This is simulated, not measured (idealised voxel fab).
process module | voxel trench capacitor
cross-section cut | 200 nm wide | cells 5 nm
A cross-section is a grid of square cells, given in bands from the top down. A band is one or more rows of cells.
Each band's line starts with the height of the band's top and of its bottom, in nm. Then come its materials from left to right, each with its width in nm. One material with "throughout" fills the band from edge to edge. "air" is empty space.
Height 0 is the level under which the wafer as received is all one material. The lowest band goes on downwards, as in "0 down".
A width such as "30 to 40" changes by the same amount from each row of cells to the next, from the band's top row to its bottom row.
"no change" after a step means that no cell of the cross-section changed.
closed voids: empty space of 8 cells or more with no open way to the top, each as width x height at its distance from the left edge, in nm
after a step's settings: what the simulator itself notes on the step
overlay nm, on a step with a mask: how far to the right of its planned place the mask lay; to the left if negative
plan
1 op RECEIVE | material Si
2 op CONFORMAL_DEP | material SiN | thk nm 10
3 op DIRECTIONAL_DEP | material aC | thk nm 10
4 op PATTERN | tone open | mask id TRENCH | material resist | width nm 25 | pitch nm 45 | thk nm 30 | overlay nm 0
5 op DIRECTIONAL_ETCH | etch materials aC | depth nm 10
6 op STRIP | etch materials resist
7 op DIRECTIONAL_ETCH | etch materials SiN | depth nm 10
8 op DIRECTIONAL_ETCH | etch materials Si | depth nm 35
9 op STRIP | etch materials aC
10 op CONFORMAL_DEP | material SiO2 | thk nm 5
11 op FILL_DEP | material polySi | thk nm 10
12 op CMP | height nm 10
as received, after step 1
  0 down: Si throughout
  closed voids: none
first wafer at the end, as planned
  10 to 0: SiN 20 | SiO2 5 | polySi 15 | SiO2 5 | SiN 20 | SiO2 5 | polySi 15 | SiO2 5 | SiN 20 | SiO2 5 | polySi 15 | SiO2 5 | SiN 20 | SiO2 5 | polySi 15 | SiO2 5 | SiN 20
  0 to -30: Si 20 | SiO2 5 | polySi 15 | SiO2 5 | Si 20 | SiO2 5 | polySi 15 | SiO2 5 | Si 20 | SiO2 5 | polySi 15 | SiO2 5 | Si 20 | SiO2 5 | polySi 15 | SiO2 5 | Si 20
  -30 to -35: Si 20 | SiO2 25 | Si 20 | SiO2 25 | Si 20 | SiO2 25 | Si 20 | SiO2 25 | Si 20
  -35 down: Si throughout
  closed voids: none
second wafer at the end: like start, like plan, one mistake
  10 to 0: SiN 20 | SiO2 5 | polySi 20 | SiO2 5 | SiN 15 | SiO2 5 | polySi 20 | SiO2 5 | SiN 15 | SiO2 5 | polySi 20 | SiO2 5 | SiN 15 | SiO2 5 | polySi 20 | SiO2 5 | SiN 15
  0 to -30: Si 20 | SiO2 5 | polySi 20 | SiO2 5 | Si 15 | SiO2 5 | polySi 20 | SiO2 5 | Si 15 | SiO2 5 | polySi 20 | SiO2 5 | Si 15 | SiO2 5 | polySi 20 | SiO2 5 | Si 15
  -30 to -35: Si 20 | SiO2 30 | Si 15 | SiO2 30 | Si 15 | SiO2 30 | Si 15 | SiO2 30 | Si 15
  -35 down: Si throughout
  closed voids: none
what went wrong: step 4 ran as: op PATTERN | tone open | mask id TRENCH | material resist | width nm 30 | pitch nm 45 | thk nm 30 | overlay nm 0
at the end the second wafer has, in cells: 28 fewer of Si | 8 fewer of SiN | 4 more of SiO2 | 32 more of polySi
